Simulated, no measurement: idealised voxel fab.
process module | voxel wiring stack
cross-section cut | 235 nm wide | cells 5 nm
A cross-section is a grid of square cells, given in bands from the top down. A band is one or more rows of cells.
Each band's line starts with the height of the band's top and of its bottom, in nm. Then come its materials from left to right, each with its width in nm. One material with "throughout" fills the band from edge to edge. "air" is empty space.
Height 0 is the level under which the wafer as received is all one material. The lowest band goes on downwards, as in "0 down".
A width such as "30 to 40" changes by the same amount from each row of cells to the next, from the band's top row to its bottom row.
"no change" after a step means that no cell of the cross-section changed.
closed voids: empty space of 8 cells or more with no open way to the top, each as width x height at its distance from the left edge, in nm
after a step's settings: what the simulator itself notes on the step
overlay nm, on a step with a mask: how far to the right of its planned place the mask lay; to the left if negative
plan
1 op RECEIVE | material Si
2 op CONFORMAL_DEP | material SiO2 | thk nm 10
3 op DIRECTIONAL_DEP | material TiN | thk nm 5
4 op DIRECTIONAL_DEP | material W | thk nm 20
5 op PATTERN | tone cover | mask id METAL_1 | material resist | width nm 20 | pitch nm 40 | thk nm 20 | overlay nm 0
6 op DIRECTIONAL_ETCH | etch materials W | depth nm 20
7 op DIRECTIONAL_ETCH | etch materials TiN | depth nm 5
8 op STRIP | etch materials resist
9 op FILL_DEP | material lowk | thk nm 5
10 op CMP | height nm 35
11 op CONFORMAL_DEP | material SiCN | thk nm 5
12 op DIRECTIONAL_DEP | material lowk | thk nm 30
13 op PATTERN | tone open | mask id METAL_2 | material resist | width nm 20 | pitch nm 40 | thk nm 20 | overlay nm 0
14 op DIRECTIONAL_ETCH | etch materials lowk | depth nm 20
15 op STRIP | etch materials resist
16 op MASKED_ETCH | tone open | mask id METAL_2_HOLES | width nm 15 | etch materials lowk | depth nm 10 | overlay nm 0
17 op MASKED_ETCH | tone open | mask id METAL_2_HOLES | width nm 15 | etch materials SiCN | depth nm 5 | overlay nm 0
18 op CONFORMAL_DEP | material TiN | thk nm 5
19 op FILL_DEP | material Cu | thk nm 5
20 op CMP | height nm 70
21 op CONFORMAL_DEP | material SiCN | thk nm 5
22 op DIRECTIONAL_DEP | material lowk | thk nm 35
23 op DIRECTIONAL_DEP | material aC | thk nm 10
24 op PATTERN | tone open | mask id METAL_3 | material resist | width nm 20 | pitch nm 40 | thk nm 30 | overlay nm 0
25 op DIRECTIONAL_ETCH | etch materials aC | depth nm 10
26 op STRIP | etch materials resist
27 op DIRECTIONAL_ETCH | etch materials lowk | depth nm 20
28 op STRIP | etch materials aC
29 op DIRECTIONAL_DEP | material aC | thk nm 15
30 op PATTERN | tone open | mask id METAL_3_HOLES | material resist | width nm 15 | thk nm 35 | overlay nm 0
31 op DIRECTIONAL_ETCH | etch materials aC | depth nm 15
32 op STRIP | etch materials resist
33 op DIRECTIONAL_ETCH | etch materials lowk | depth nm 15
34 op DIRECTIONAL_ETCH | etch materials SiCN | depth nm 5
35 op STRIP | etch materials aC
36 op CONFORMAL_DEP | material TiN | thk nm 5
37 op FILL_DEP | material Cu | thk nm 5
38 op CMP | height nm 110
39 op CONFORMAL_DEP | material SiCN | thk nm 5
40 op DIRECTIONAL_DEP | material lowk | thk nm 10
41 op MASKED_ETCH | tone open | mask id PLUG_3 | width nm 15 | pitch nm 40 | etch materials lowk | depth nm 10 | overlay nm 0
42 op MASKED_ETCH | tone open | mask id PLUG_3 | width nm 15 | pitch nm 40 | etch materials SiCN | depth nm 5 | overlay nm 0
43 op EPI | material Ru | thk nm 10
44 op EPI | material Ru | thk nm 5
45 op CONFORMAL_DEP | material SiN | thk nm 5
46 op DIRECTIONAL_DEP | material lowk | thk nm 20
47 op MASKED_ETCH | tone open | mask id METAL_4 | width nm 20 | pitch nm 40 | etch materials lowk | depth nm 20 | overlay nm 0
48 op MASKED_ETCH | tone open | mask id METAL_4 | width nm 20 | pitch nm 40 | etch materials SiN | depth nm 5 | overlay nm 0
49 op CONFORMAL_DEP | material TiN | thk nm 5
50 op FILL_DEP | material Ru | thk nm 5
51 op CMP | height nm 150
52 op EPI | material Ru | thk nm 5
53 op FILL_DEP | material SiCN | thk nm 5
as received, after step 1
  0 down: Si throughout
  closed voids: none
first wafer at the end, as planned
  160 to 155: SiCN throughout
  155 to 150: SiCN 80 | Ru 30 | SiCN 10 | Ru 30 | SiCN 85
  150 to 130: lowk 85 | TiN 5 | Ru 10 | TiN 5 | lowk 20 | TiN 5 | Ru 10 | TiN 5 | lowk 90
  130 to 125: SiN 85 | TiN 20 | SiN 20 | TiN 20 | SiN 90
  125 to 115: lowk 85 | Ru 15 | lowk 25 | Ru 15 | lowk 95
  115 to 110: SiCN 85 | Ru 15 | SiCN 25 | Ru 15 | SiCN 95
  110 to 95: lowk 85 | TiN 5 | Cu 10 | TiN 5 | lowk 20 | TiN 5 | Cu 10 | TiN 5 | lowk 90
  95 to 90: lowk 85 | TiN 5 | Cu 5 | TiN 10 | lowk 20 | TiN 20 | lowk 90
  90 to 75: lowk 85 | TiN 5 | Cu 5 | TiN 5 | lowk 135
  75 to 70: SiCN 85 | TiN 15 | SiCN 135
  70 to 55: lowk 85 | TiN 5 | Cu 10 | TiN 5 | lowk 20 | TiN 5 | Cu 10 | TiN 5 | lowk 90
  55 to 50: lowk 85 | TiN 5 | Cu 5 | TiN 10 | lowk 20 | TiN 20 | lowk 90
  50 to 40: lowk 85 | TiN 5 | Cu 5 | TiN 5 | lowk 135
  40 to 35: SiCN 85 | TiN 15 | SiCN 135
  35 to 15: lowk 85 | W 20 | lowk 20 | W 20 | lowk 90
  15 to 10: lowk 85 | TiN 20 | lowk 20 | TiN 20 | lowk 90
  10 to 0: SiO2 throughout
  0 down: Si throughout
  closed voids: none
second wafer at the end: like start, like plan, one mistake
  160 to 155: SiCN throughout
  155 to 150: SiCN 80 | Ru 30 | SiCN 10 | Ru 30 | SiCN 85
  150 to 130: lowk 85 | TiN 5 | Ru 10 | TiN 5 | lowk 20 | TiN 5 | Ru 10 | TiN 5 | lowk 90
  130 to 125: SiN 85 | TiN 20 | SiN 20 | TiN 20 | SiN 90
  125 to 115: lowk 85 | Ru 15 | lowk 25 | Ru 15 | lowk 95
  115 to 110: SiCN 85 | Ru 15 | SiCN 25 | Ru 15 | SiCN 95
  110 to 80: lowk 85 | TiN 5 | Cu 10 | TiN 5 | lowk 20 | TiN 5 | Cu 10 | TiN 5 | lowk 90
  80 to 75: lowk 85 | TiN 5 | Cu 5 | TiN 10 | lowk 20 | TiN 20 | lowk 90
  75 to 70: SiCN 85 | TiN 15 | SiCN 135
  70 to 55: lowk 85 | TiN 5 | Cu 10 | TiN 5 | lowk 20 | TiN 5 | Cu 10 | TiN 5 | lowk 90
  55 to 50: lowk 85 | TiN 5 | Cu 5 | TiN 10 | lowk 20 | TiN 20 | lowk 90
  50 to 40: lowk 85 | TiN 5 | Cu 5 | TiN 5 | lowk 135
  40 to 35: SiCN 85 | TiN 15 | SiCN 135
  35 to 15: lowk 85 | W 20 | lowk 20 | W 20 | lowk 90
  15 to 10: lowk 85 | TiN 20 | lowk 20 | TiN 20 | lowk 90
  10 to 0: SiO2 throughout
  0 down: Si throughout
  closed voids: none
what went wrong: step 27 was run twice
at the end the second wafer has, in cells: 9 more of Cu | 6 more of TiN | 15 fewer of lowk
